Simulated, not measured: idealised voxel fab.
Module name: voxel transistor to metal (process module)
It is cross-section cut that appears here, measuring 265 nm in width, its square cells being 5 nm in size.
In what follows, cross-sections appear as grids of square cells, described through bands that run from the top down, where every band is one or more rows of cells.
Band: top height; bottom height; in nm. Then, left to right: material with width in nm, for each material. "edge to edge": a single material spanning edge to edge. "empty": empty space.
Heights are expressed relative to 0, this being the level below which the as-received wafer comprises one material exclusively. The lowest band is unbounded in the downward direction and is denoted as in "0..down".
Think of "30->40" as a width that walks from the first number to the second as you go down the band, top row to bottom row, taking equal-sized steps from row to row.
Step marked "nothing changed"? Then no cell in the cross-section changed in it.
Any empty space of 8 cells or more lacking an open way to the top shows up in "Non-vented voids" as width x height at distance, distance from the left edge, in nm.
What comes after the settings on a step's line is commentary from the simulator itself on that step.
You can add "overlay nm" to a step's line. For a step with a mask, it describes how far the mask lay to the right of its planned position, and a negative number describes a lay to the left.
## Set out below are the planned steps of the process
- 1: RECEIVE (material Si)
- 2: CONFORMAL_DEP (material SiO2; thk nm 5)
- 3: CONFORMAL_DEP (material SiN; thk nm 10)
- 4: DIRECTIONAL_DEP (material aC; thk nm 10)
- 5: PATTERN (tone cover; mask id ACTIVE; material resist; width nm 105; pitch nm 125; thk nm 30; overlay nm 0)
- 6: DIRECTIONAL_ETCH (etch materials aC; depth nm 10)
- 7: STRIP (etch materials resist)
- 8: DIRECTIONAL_ETCH (etch materials SiN; depth nm 10)
- 9: DIRECTIONAL_ETCH (etch materials SiO2; depth nm 5)
- 10: DIRECTIONAL_ETCH (etch materials Si; depth nm 35)
- 11: STRIP (etch materials aC)
- 12: FILL_DEP (material SiO2; thk nm 10)
- 13: CMP (height nm 15)
- 14: SELECTIVE_ETCH (etch materials SiO2; depth nm 5)
- 15: STRIP (etch materials SiN)
- 16: SELECTIVE_ETCH (etch materials SiO2; depth nm 5)
- 17: OXIDIZE (depth nm 5)
- 18: DIRECTIONAL_DEP (material polySi; thk nm 25)
- 19: DIRECTIONAL_DEP (material SiCN; thk nm 15)
- 20: MASKED_ETCH (tone cover; mask id GATE; width nm 25; pitch nm 125; etch materials SiCN; depth nm 25; overlay nm 0)
- 21: MASKED_ETCH (tone cover; mask id GATE; width nm 15; pitch nm 125; etch materials polySi; depth nm 35; overlay nm 0)
- 22: CONFORMAL_DEP (material SiN; thk nm 5)
- 23: DIRECTIONAL_ETCH (etch materials SiN; depth nm 5)
- 24: DIRECTIONAL_ETCH (etch materials SiO2; depth nm 5)
- 25: EPI (material nSi; thk nm 5)
- 26: FILL_DEP (material SiO2; thk nm 10)
- 27: CMP (height nm 25)
- 28: STRIP (etch materials polySi)
- 29: SELECTIVE_ETCH (etch materials SiO2; depth nm 5)
- 30: CONFORMAL_DEP (material HfO2; thk nm 5)
- 31: CONFORMAL_DEP (material TiN; thk nm 5)
- 32: FILL_DEP (material W; thk nm 10)
- 33: CMP (height nm 20)
- 34: DIRECTIONAL_DEP (material SiO2; thk nm 10)
- 35: PATTERN (tone open; mask id CONTACT; material resist; width nm 15; thk nm 20; overlay nm 0)
- 36: DIRECTIONAL_ETCH (etch materials SiO2; depth nm 30)
- 37: STRIP (etch materials resist)
- 38: CONFORMAL_DEP (material TiN; thk nm 5)
- 39: FILL_DEP (material Ru; thk nm 10)
- 40: CMP (height nm 30)
- 41: CONFORMAL_DEP (material SiN; thk nm 5)
- 42: DIRECTIONAL_DEP (material lowk; thk nm 15)
- 43: PATTERN (tone open; mask id METAL_1; material resist; width nm 15; thk nm 15; overlay nm 0)
- 44: DIRECTIONAL_ETCH (etch materials lowk; depth nm 15)
- 45: DIRECTIONAL_ETCH (etch materials SiN; depth nm 5)
- 46: STRIP (etch materials resist)
- 47: CONFORMAL_DEP (material TiN; thk nm 5)
- 48: FILL_DEP (material Cu; thk nm 5)
- 49: CMP (height nm 50)
- 50: EPI (material Ru; thk nm 5)
- 51: FILL_DEP (material SiCN; thk nm 5)
Heads up: all these wafers start the same, and what changes between them is the width nm in step 21. The value you see in the plan is just what the first wafer got.
## Cross-section of the first of several wafers on receipt, reflecting completion of step 1
	0..down: Si edge to edge
	Non-vented voids: none
## Quick look at the cross-section of the first of several wafers after step 51, which wraps up the module
	60..55: SiCN edge to edge
	55..50: SiCN 20, Ru 25, SiCN 45, Ru 25, SiCN 30, Ru 25, SiCN 45, Ru 25, SiCN 25
	50..35: lowk 25, TiN 5, Cu 5, TiN 5, lowk 55, TiN 5, Cu 5, TiN 5, lowk 40, TiN 5, Cu 5, TiN 5, lowk 55, TiN 5, Cu 5, TiN 5, lowk 30
	35..30: SiN 25, TiN 15, SiN 55, TiN 15, SiN 40, TiN 15, SiN 55, TiN 15, SiN 30
	30..20: SiO2 25, TiN 5, Ru 5, TiN 5, SiO2 55, TiN 5, Ru 5, TiN 5, SiO2 40, TiN 5, Ru 5, TiN 5, SiO2 55, TiN 5, Ru 5, TiN 5, SiO2 30
	20..5: SiO2 25, TiN 5, Ru 5, TiN 5, SiO2 10, SiN 5, HfO2 5, TiN 5, W 5, TiN 5, HfO2 5, SiN 5, SiO2 10, TiN 5, Ru 5, TiN 5, SiO2 40, TiN 5, Ru 5, TiN 5, SiO2 10, SiN 5, HfO2 5, TiN 5, W 5, TiN 5, HfO2 5, SiN 5, SiO2 10, TiN 5, Ru 5, TiN 5, SiO2 30
	5..0: SiO2 10, SiN 5, SiO2 10, TiN 15, SiO2 10, SiN 5, HfO2 5, TiN 15, HfO2 5, SiN 5, SiO2 10, TiN 15, SiO2 10, SiN 5, SiO2 10, SiN 5, SiO2 10, TiN 15, SiO2 10, SiN 5, HfO2 5, TiN 15, HfO2 5, SiN 5, SiO2 10, TiN 15, SiO2 10, SiN 5, SiO2 15
	0..-5: SiO2 15, nSi 35, HfO2 35, nSi 35, SiO2 20, nSi 35, HfO2 35, nSi 35, SiO2 20
	-5..-35: SiO2 15, Si 105, SiO2 20, Si 105, SiO2 20
	-35..down: Si edge to edge
	Non-vented voids: none
## The last wafer as seen in cross-section at the end of the module
	60..55: SiCN edge to edge
	55..50: SiCN 20, Ru 25, SiCN 45, Ru 25, SiCN 30, Ru 25, SiCN 45, Ru 25, SiCN 25
	50..35: lowk 25, TiN 5, Cu 5, TiN 5, lowk 55, TiN 5, Cu 5, TiN 5, lowk 40, TiN 5, Cu 5, TiN 5, lowk 55, TiN 5, Cu 5, TiN 5, lowk 30
	35..30: SiN 25, TiN 15, SiN 55, TiN 15, SiN 40, TiN 15, SiN 55, TiN 15, SiN 30
	30..20: SiO2 25, TiN 5, Ru 5, TiN 5, SiO2 55, TiN 5, Ru 5, TiN 5, SiO2 40, TiN 5, Ru 5, TiN 5, SiO2 55, TiN 5, Ru 5, TiN 5, SiO2 30
	20..5: SiO2 25, TiN 5, Ru 5, TiN 5, SiO2 5, SiN 5, HfO2 5, TiN 5, W 15, TiN 5, HfO2 5, SiN 5, SiO2 5, TiN 5, Ru 5, TiN 5, SiO2 40, TiN 5, Ru 5, TiN 5, SiO2 5, SiN 5, HfO2 5, TiN 5, W 15, TiN 5, HfO2 5, SiN 5, SiO2 5, TiN 5, Ru 5, TiN 5, SiO2 30
	5..0: SiO2 10, SiN 5, SiO2 10, TiN 15, SiO2 5, SiN 5, HfO2 5, TiN 25, HfO2 5, SiN 5, SiO2 5, TiN 15, SiO2 10, SiN 5, SiO2 10, SiN 5, SiO2 10, TiN 15, SiO2 5, SiN 5, HfO2 5, TiN 25, HfO2 5, SiN 5, SiO2 5, TiN 15, SiO2 10, SiN 5, SiO2 15
	0..-5: SiO2 15, nSi 30, HfO2 45, nSi 30, SiO2 20, nSi 30, HfO2 45, nSi 30, SiO2 20
	-5..-35: SiO2 15, Si 105, SiO2 20, Si 105, SiO2 20
	-35..down: Si edge to edge
	Non-vented voids: none
## The table below has one row for each wafer; a row shows, as of the end of the module, how many cells of each material the wafer has gained, marked (+), or lost, marked (-), since it was received, and then the wafer's closed voids
width nm 15, +12 Cu, +30 HfO2, +40 Ru, -119 Si, +86 SiCN, +61 SiN, +263 SiO2, +106 TiN, +6 W, +123 lowk, +28 nSi, Non-vented voids: none
width nm 20, +12 Cu, +30 HfO2, +40 Ru, -119 Si, +86 SiCN, +61 SiN, +263 SiO2, +106 TiN, +6 W, +123 lowk, +28 nSi, Non-vented voids: none
width nm 25, +12 Cu, +30 HfO2, +40 Ru, -119 Si, +86 SiCN, +61 SiN, +263 SiO2, +106 TiN, +6 W, +123 lowk, +28 nSi, Non-vented voids: none
width nm 30, +12 Cu, +32 HfO2, +40 Ru, -119 Si, +86 SiCN, +61 SiN, +255 SiO2, +108 TiN, +12 W, +123 lowk, +26 nSi, Non-vented voids: none
width nm 35, +12 Cu, +34 HfO2, +40 Ru, -119 Si, +86 SiCN, +61 SiN, +247 SiO2, +110 TiN, +18 W, +123 lowk, +24 nSi, Non-vented voids: none
